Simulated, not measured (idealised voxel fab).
The following is a process module called voxel tone inversion.
Pictured: cross-section cut, 225 nm wide, on a grid of 5 nm square cells.
Cross-section spec: square-cell grid; bands listed top down; each band is one or more rows.
Quick guide to a band line: top height, bottom height (nm) up front; then every material left to right with its width in nm. Only one material and it's marked "throughout"? Then it fills the band edge to edge. And "blank" just means empty space.
Height datum 0, below which the as-received substrate wafer is one material. Lowest band open at the bottom, running downward: "0 down".
The expression "30->40" gives the width at the extremes of the band, the first number at its top row of cells and the second at its bottom row, with the width changing by equal amounts from each row to the next in between.
Reading "no change occurred" for a step: not a cell of the cross-section changed in it.
"Closed void listing" - sealed voids, min. 8 cells, no opening to top; format: width x height at distance (distance from left edge; nm throughout).
That trailing text on a step's line, after the settings, is the simulator's own remark on the step.
When a step includes a mask, the "overlay nm" setting on its line states how far to the right of its planned place that mask lay, and negative values state how far to the left.

-- These are the steps we planned for the process
1) RECEIVE,material Si
2) CONFORMAL_DEP,material SiCN,thk nm 5
3) DIRECTIONAL_DEP,material polySi,thk nm 15
4) PATTERN,tone cover,mask id POSTS,material resist,width nm 25,pitch nm 50,thk nm 20,overlay nm 0
5) DIRECTIONAL_ETCH,etch materials polySi,depth nm 15
6) STRIP,etch materials resist
7) FILL_DEP,material lowk,thk nm 10
8) CMP,height nm 20
9) STRIP,etch materials polySi

-- Here's what the wafer looked like in cross-section when it arrived - that's after step 1
	0 down: Si throughout
	Closed void listing: none

-- first wafer at the end, as planned
	20 to 5: lowk (25) / blank (25) / lowk (25) / blank (25) / lowk (25) / blank (25) / lowk (25) / blank (25) / lowk (25)
	5 to 0: SiCN throughout
	0 down: Si throughout
	Closed void listing: none

-- Cross-sectional image of the second wafer of the two following completion of the module. Starting state and process plan were the same as for the first wafer; one execution error occurred
	20 to 5: lowk (20) / blank (35) / lowk (15) / blank (35) / lowk (15) / blank (35) / lowk (15) / blank (35) / lowk (20)
	5 to 0: SiCN throughout
	0 down: Si throughout
	Closed void listing: none
Deviation noted in wafer processing: step 4 was processed under conditions differing from the plan, specifically as PATTERN,tone cover,mask id POSTS,material resist,width nm 35,pitch nm 50,thk nm 20,overlay nm 0
Final wafer comparison in cells, second versus first, more or fewer per material: lowk: 24 fewer
